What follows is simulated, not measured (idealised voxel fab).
process module | voxel capacitor over wiring
cross-section cut | 180 nm wide | cells 5 nm
A cross-section is a grid of square cells, given in bands from the top down. A band is one or more rows of cells.
Each band's line starts with the height of the band's top and of its bottom, in nm. Then come its materials from left to right, each with its width in nm. One material with "throughout" fills the band from edge to edge. "air" is empty space.
Height 0 is the level under which the wafer as received is all one material. The lowest band goes on downwards, as in "0 down".
A width such as "30 to 40" changes by the same amount from each row of cells to the next, from the band's top row to its bottom row.
"no change" after a step means that no cell of the cross-section changed.
closed voids: empty space of 8 cells or more with no open way to the top, each as width x height at its distance from the left edge, in nm
after a step's settings: what the simulator itself notes on the step
overlay nm, on a step with a mask: how far to the right of its planned place the mask lay; to the left if negative
plan
1 op RECEIVE | material Si
2 op CONFORMAL_DEP | material SiO2 | thk nm 10
3 op DIRECTIONAL_DEP | material TiN | thk nm 5
4 op DIRECTIONAL_DEP | material Ru | thk nm 15
5 op PATTERN | tone cover | mask id METAL_1 | material resist | width nm 25 | pitch nm 85 | thk nm 20 | overlay nm 0
6 op DIRECTIONAL_ETCH | etch materials Ru | depth nm 15
7 op DIRECTIONAL_ETCH | etch materials TiN | depth nm 5
8 op STRIP | etch materials resist
9 op CONFORMAL_DEP | material SiCN | thk nm 5
10 op FILL_DEP | material SiO2 | thk nm 10
11 op CMP | height nm 30
12 op CONFORMAL_DEP | material SiCN | thk nm 5
13 op DIRECTIONAL_DEP | material SiO2 | thk nm 15
14 op DIRECTIONAL_DEP | material aC | thk nm 10
15 op PATTERN | tone open | mask id PLUG_1 | material resist | width nm 15 | thk nm 25 | overlay nm 0
16 op DIRECTIONAL_ETCH | etch materials aC | depth nm 10
17 op STRIP | etch materials resist
18 op DIRECTIONAL_ETCH | etch materials SiO2 | depth nm 15
19 op DIRECTIONAL_ETCH | etch materials SiCN | depth nm 5
20 op STRIP | etch materials aC
21 op EPI | material Ru | thk nm 10
22 op EPI | material Ru | thk nm 10
23 op DIRECTIONAL_DEP | material TiN | thk nm 10
24 op DIRECTIONAL_DEP | material SiN | thk nm 5
25 op DIRECTIONAL_DEP | material TiN | thk nm 5
26 op DIRECTIONAL_DEP | material aC | thk nm 15
27 op PATTERN | tone cover | mask id UPPER_PLATE | material resist | width nm 65 | thk nm 35 | overlay nm 0
28 op DIRECTIONAL_ETCH | etch materials aC | depth nm 15
29 op STRIP | etch materials resist
30 op DIRECTIONAL_ETCH | etch materials TiN | depth nm 5
31 op DIRECTIONAL_ETCH | etch materials SiN | depth nm 5
32 op STRIP | etch materials aC
33 op PATTERN | tone cover | mask id LOWER_PLATE | material resist | width nm 65 | thk nm 15 | overlay nm 0
34 op DIRECTIONAL_ETCH | etch materials TiN | depth nm 10
35 op STRIP | etch materials resist
36 op FILL_DEP | material SiO2 | thk nm 15
37 op CMP | height nm 80
38 op MASKED_ETCH | tone open | mask id PLUG_2 | width nm 15 | etch materials SiO2 | depth nm 10 | overlay nm 0
39 op CONFORMAL_DEP | material TiN | thk nm 5
40 op FILL_DEP | material Cu | thk nm 10
41 op CMP | height nm 80
42 op CONFORMAL_DEP | material SiN | thk nm 5
varied across the wafers: width nm of step 33. The plan shows the first wafer's value. All wafers start alike
first wafer as received, after step 1
  0 down: Si throughout
  closed voids: none
first wafer at the end, after step 42
  85 to 80: SiN throughout
  80 to 75: SiO2 55 | TiN 5 | Cu 5 | TiN 5 | SiO2 110
  75 to 65: SiO2 55 to 45 | TiN 15 to 65 | SiO2 110 to 70
  65 to 60: SiO2 45 | SiN 65 | SiO2 70
  60 to 50: SiO2 45 | TiN 65 | SiO2 70
  50 to 35: SiO2 45 | Ru 15 | SiO2 120
  35 to 30: SiCN 45 | Ru 15 | SiCN 120
  30 to 15: SiO2 30 | SiCN 5 | Ru 25 | SiCN 5 | SiO2 50 | SiCN 5 | Ru 25 | SiCN 5 | SiO2 30
  15 to 10: SiCN 35 | TiN 25 | SiCN 60 | TiN 25 | SiCN 35
  10 to 0: SiO2 throughout
  0 down: Si throughout
  closed voids: none
last wafer at the end
  85 to 80: SiN throughout
  80 to 75: SiO2 55 | TiN 5 | Cu 5 | TiN 5 | SiO2 110
  75 to 65: SiO2 55 to 45 | TiN 15 to 65 | SiO2 110 to 70
  65 to 60: SiO2 45 | SiN 65 | SiO2 70
  60 to 50: SiO2 35 | TiN 90 | SiO2 55
  50 to 35: SiO2 45 | Ru 15 | SiO2 120
  35 to 30: SiCN 45 | Ru 15 | SiCN 120
  30 to 15: SiO2 30 | SiCN 5 | Ru 25 | SiCN 5 | SiO2 50 | SiCN 5 | Ru 25 | SiCN 5 | SiO2 30
  15 to 10: SiCN 35 | TiN 25 | SiCN 60 | TiN 25 | SiCN 35
  10 to 0: SiO2 throughout
  0 down: Si throughout
  closed voids: none
each wafer at the end: cells of each material gained (+) or lost (-) since it was received, then its closed voids
width nm 65 | +1 Cu | +42 Ru | +71 SiCN | +49 SiN | +395 SiO2 | +54 TiN | closed voids: none
width nm 70 | +1 Cu | +42 Ru | +71 SiCN | +49 SiN | +393 SiO2 | +56 TiN | closed voids: none
width nm 75 | +1 Cu | +42 Ru | +71 SiCN | +49 SiN | +391 SiO2 | +58 TiN | closed voids: none
width nm 80 | +1 Cu | +42 Ru | +71 SiCN | +49 SiN | +389 SiO2 | +60 TiN | closed voids: none
width nm 85 | +1 Cu | +42 Ru | +71 SiCN | +49 SiN | +387 SiO2 | +62 TiN | closed voids: none
width nm 90 | +1 Cu | +42 Ru | +71 SiCN | +49 SiN | +385 SiO2 | +64 TiN | closed voids: none
